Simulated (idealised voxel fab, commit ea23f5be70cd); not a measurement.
process module | voxel wiring stack
cross-section cut | 230 nm wide | cells 5 nm
A cross-section is a grid of square cells, given in bands from the top down. A band is one or more rows of cells.
Each band's line starts with the height of the band's top and of its bottom, in nm. Then come its materials from left to right, each with its width in nm. One material with "throughout" fills the band from edge to edge. "air" is empty space.
Height 0 is the level under which the wafer as received is all one material. The lowest band goes on downwards, as in "0 down".
A width such as "30 to 40" changes by the same amount from each row of cells to the next, from the band's top row to its bottom row.
"no change" after a step means that no cell of the cross-section changed.
closed voids: empty space of 8 cells or more with no open way to the top, each as width x height at its distance from the left edge, in nm
after a step's settings: what the simulator itself notes on the step
overlay nm, on a step with a mask: how far to the right of its planned place the mask lay; to the left if negative
plan
1 op RECEIVE | material Si
2 op CONFORMAL_DEP | material SiO2 | thk nm 10
3 op DIRECTIONAL_DEP | material TiN | thk nm 5
4 op DIRECTIONAL_DEP | material Ru | thk nm 25
5 op PATTERN | tone cover | mask id METAL_1 | material resist | width nm 20 | pitch nm 35 | thk nm 15 | overlay nm 0
6 op DIRECTIONAL_ETCH | etch materials Ru | depth nm 25
7 op DIRECTIONAL_ETCH | etch materials TiN | depth nm 5
8 op STRIP | etch materials resist
9 op CONFORMAL_DEP | material SiCN | thk nm 5
10 op FILL_DEP | material SiO2 | thk nm 10
11 op CMP | height nm 40
12 op CONFORMAL_DEP | material SiCN | thk nm 5
13 op DIRECTIONAL_DEP | material SiO2 | thk nm 20
14 op MASKED_ETCH | tone open | mask id PLUG_1 | width nm 15 | pitch nm 70 | etch materials SiO2 | depth nm 20 | overlay nm 0
15 op MASKED_ETCH | tone open | mask id PLUG_1 | width nm 15 | pitch nm 70 | etch materials SiCN | depth nm 5 | overlay nm 0
16 op EPI | material Ru | thk nm 10
17 op EPI | material Ru | thk nm 10
18 op EPI | material Ru | thk nm 5
19 op CONFORMAL_DEP | material SiCN | thk nm 5
20 op DIRECTIONAL_DEP | material SiO2 | thk nm 15
21 op DIRECTIONAL_DEP | material aC | thk nm 10
22 op PATTERN | tone open | mask id METAL_2 | material resist | width nm 20 | pitch nm 35 | thk nm 25 | overlay nm 0
23 op DIRECTIONAL_ETCH | etch materials aC | depth nm 10
24 op STRIP | etch materials resist
25 op DIRECTIONAL_ETCH | etch materials SiO2 | depth nm 15
26 op DIRECTIONAL_ETCH | etch materials SiCN | depth nm 5
27 op STRIP | etch materials aC
28 op CONFORMAL_DEP | material TiN | thk nm 5
29 op FILL_DEP | material Ru | thk nm 10
30 op CMP | height nm 85
31 op CONFORMAL_DEP | material SiCN | thk nm 5
32 op DIRECTIONAL_DEP | material SiO2 | thk nm 20
33 op PATTERN | tone open | mask id PLUG_2 | material resist | width nm 15 | pitch nm 70 | thk nm 20 | overlay nm -15
34 op DIRECTIONAL_ETCH | etch materials SiO2 | depth nm 20
35 op DIRECTIONAL_ETCH | etch materials SiCN | depth nm 5
36 op STRIP | etch materials resist
37 op CONFORMAL_DEP | material TiN | thk nm 5
38 op FILL_DEP | material Ru | thk nm 5
39 op CMP | height nm 110
40 op CONFORMAL_DEP | material SiN | thk nm 5
41 op DIRECTIONAL_DEP | material lowk | thk nm 20
42 op PATTERN | tone open | mask id METAL_3 | material resist | width nm 20 | pitch nm 35 | thk nm 15 | overlay nm 0
43 op DIRECTIONAL_ETCH | etch materials lowk | depth nm 20
44 op DIRECTIONAL_ETCH | etch materials SiN | depth nm 5
45 op STRIP | etch materials resist
46 op CONFORMAL_DEP | material TiN | thk nm 5
47 op FILL_DEP | material Cu | thk nm 5
48 op CMP | height nm 135
49 op CONFORMAL_DEP | material SiCN | thk nm 5
50 op DIRECTIONAL_DEP | material lowk | thk nm 25
51 op MASKED_ETCH | tone open | mask id METAL_4_HOLES | width nm 15 | pitch nm 35 | etch materials lowk | depth nm 25 | overlay nm 0
52 op MASKED_ETCH | tone open | mask id METAL_4 | width nm 20 | pitch nm 35 | etch materials lowk | depth nm 15 | overlay nm 0
53 op MASKED_ETCH | tone open | mask id METAL_4 | width nm 20 | pitch nm 35 | etch materials SiCN | depth nm 5 | overlay nm 0
54 op CONFORMAL_DEP | material TiN | thk nm 5
55 op FILL_DEP | material Cu | thk nm 10
56 op CMP | height nm 165
57 op CONFORMAL_DEP | material SiCN | thk nm 5
varied across the wafers: overlay nm of step 33. The plan shows the first wafer's value. All wafers start alike
first wafer as received, after step 1
  0 down: Si throughout
  closed voids: none
first wafer at the end, after step 57
  170 to 165: SiCN throughout
  165 to 155: lowk 50 | TiN 5 | Cu 10 | TiN 5 | lowk 15 | TiN 5 | Cu 10 | TiN 5 | lowk 15 | TiN 5 | Cu 10 | TiN 5 | lowk 15 | TiN 5 | Cu 10 | TiN 5 | lowk 55
  155 to 150: lowk 50 | TiN 5 | Cu 5 | TiN 10 | lowk 15 | TiN 5 | Cu 5 | TiN 10 | lowk 15 | TiN 5 | Cu 5 | TiN 10 | lowk 15 | TiN 5 | Cu 5 | TiN 10 | lowk 55
  150 to 140: lowk 50 | TiN 5 | Cu 5 | TiN 5 | lowk 20 | TiN 5 | Cu 5 | TiN 5 | lowk 20 | TiN 5 | Cu 5 | TiN 5 | lowk 20 | TiN 5 | Cu 5 | TiN 5 | lowk 60
  140 to 135: SiCN 50 | TiN 15 | SiCN 20 | TiN 15 | SiCN 20 | TiN 15 | SiCN 20 | TiN 15 | SiCN 60
  135 to 115: lowk 50 | TiN 5 | Cu 10 | TiN 5 | lowk 15 | TiN 5 | Cu 10 | TiN 5 | lowk 15 | TiN 5 | Cu 10 | TiN 5 | lowk 15 | TiN 5 | Cu 10 | TiN 5 | lowk 55
  115 to 110: SiN 50 | TiN 20 | SiN 15 | TiN 20 | SiN 15 | TiN 20 | SiN 15 | TiN 20 | SiN 55
  110 to 90: SiO2 35 | TiN 5 | Ru 5 | TiN 5 | SiO2 55 | TiN 5 | Ru 5 | TiN 5 | SiO2 110
  90 to 85: SiCN 35 | TiN 15 | SiCN 55 | TiN 15 | SiCN 110
  85 to 70: SiO2 50 | TiN 5 | Ru 10 | TiN 5 | SiO2 15 | TiN 5 | Ru 10 | TiN 5 | SiO2 15 | TiN 5 | Ru 10 | TiN 5 | SiO2 15 | TiN 5 | Ru 10 | TiN 5 | SiO2 55
  70 to 65: SiCN 50 | TiN 20 | SiCN 15 | TiN 20 | SiCN 15 | TiN 20 | SiCN 15 | TiN 20 | SiCN 55
  65 to 45: SiO2 50 | Ru 15 | SiO2 55 | Ru 15 | SiO2 95
  45 to 40: SiCN 50 | Ru 15 | SiCN 55 | Ru 15 | SiCN 95
  40 to 15: SiO2 45 | SiCN 5 | Ru 20 | SiCN 5 | SiO2 5 | SiCN 5 | Ru 20 | SiCN 5 | SiO2 5 | SiCN 5 | Ru 20 | SiCN 5 | SiO2 5 | SiCN 5 | Ru 20 | SiCN 5 | SiO2 50
  15 to 10: SiCN 50 | TiN 20 | SiCN 15 | TiN 20 | SiCN 15 | TiN 20 | SiCN 15 | TiN 20 | SiCN 55
  10 to 0: SiO2 throughout
  0 down: Si throughout
  closed voids: none
last wafer at the end
  170 to 165: SiCN throughout
  165 to 155: lowk 50 | TiN 5 | Cu 10 | TiN 5 | lowk 15 | TiN 5 | Cu 10 | TiN 5 | lowk 15 | TiN 5 | Cu 10 | TiN 5 | lowk 15 | TiN 5 | Cu 10 | TiN 5 | lowk 55
  155 to 150: lowk 50 | TiN 5 | Cu 5 | TiN 10 | lowk 15 | TiN 5 | Cu 5 | TiN 10 | lowk 15 | TiN 5 | Cu 5 | TiN 10 | lowk 15 | TiN 5 | Cu 5 | TiN 10 | lowk 55
  150 to 140: lowk 50 | TiN 5 | Cu 5 | TiN 5 | lowk 20 | TiN 5 | Cu 5 | TiN 5 | lowk 20 | TiN 5 | Cu 5 | TiN 5 | lowk 20 | TiN 5 | Cu 5 | TiN 5 | lowk 60
  140 to 135: SiCN 50 | TiN 15 | SiCN 20 | TiN 15 | SiCN 20 | TiN 15 | SiCN 20 | TiN 15 | SiCN 60
  135 to 115: lowk 50 | TiN 5 | Cu 10 | TiN 5 | lowk 15 | TiN 5 | Cu 10 | TiN 5 | lowk 15 | TiN 5 | Cu 10 | TiN 5 | lowk 15 | TiN 5 | Cu 10 | TiN 5 | lowk 55
  115 to 110: SiN 50 | TiN 20 | SiN 15 | TiN 20 | SiN 15 | TiN 20 | SiN 15 | TiN 20 | SiN 55
  110 to 90: SiO2 65 | TiN 5 | Ru 5 | TiN 5 | SiO2 55 | TiN 5 | Ru 5 | TiN 5 | SiO2 80
  90 to 85: SiCN 65 | TiN 15 | SiCN 55 | TiN 15 | SiCN 80
  85 to 70: SiO2 50 | TiN 5 | Ru 10 | TiN 5 | SiO2 15 | TiN 5 | Ru 10 | TiN 5 | SiO2 15 | TiN 5 | Ru 10 | TiN 5 | SiO2 15 | TiN 5 | Ru 10 | TiN 5 | SiO2 55
  70 to 65: SiCN 50 | TiN 20 | SiCN 15 | TiN 20 | SiCN 15 | TiN 20 | SiCN 15 | TiN 20 | SiCN 55
  65 to 45: SiO2 50 | Ru 15 | SiO2 55 | Ru 15 | SiO2 95
  45 to 40: SiCN 50 | Ru 15 | SiCN 55 | Ru 15 | SiCN 95
  40 to 15: SiO2 45 | SiCN 5 | Ru 20 | SiCN 5 | SiO2 5 | SiCN 5 | Ru 20 | SiCN 5 | SiO2 5 | SiCN 5 | Ru 20 | SiCN 5 | SiO2 5 | SiCN 5 | Ru 20 | SiCN 5 | SiO2 50
  15 to 10: SiCN 50 | TiN 20 | SiCN 15 | TiN 20 | SiCN 15 | TiN 20 | SiCN 15 | TiN 20 | SiCN 55
  10 to 0: SiO2 throughout
  0 down: Si throughout
  closed voids: none
each wafer at the end: cells of each material gained (+) or lost (-) since it was received, then its closed voids
overlay nm -15 | +60 Cu | +142 Ru | +260 SiCN | +30 SiN | +612 SiO2 | +182 TiN | +278 lowk | closed voids: none
overlay nm -10 | +60 Cu | +142 Ru | +260 SiCN | +30 SiN | +612 SiO2 | +182 TiN | +278 lowk | closed voids: none
overlay nm -5 | +60 Cu | +142 Ru | +260 SiCN | +30 SiN | +612 SiO2 | +182 TiN | +278 lowk | closed voids: none
overlay nm 0 | +60 Cu | +142 Ru | +260 SiCN | +30 SiN | +612 SiO2 | +182 TiN | +278 lowk | closed voids: none
overlay nm 5 | +60 Cu | +142 Ru | +260 SiCN | +30 SiN | +612 SiO2 | +182 TiN | +278 lowk | closed voids: none
overlay nm 10 | +60 Cu | +142 Ru | +260 SiCN | +30 SiN | +612 SiO2 | +182 TiN | +278 lowk | closed voids: none
overlay nm 15 | +60 Cu | +142 Ru | +260 SiCN | +30 SiN | +612 SiO2 | +182 TiN | +278 lowk | closed voids: none
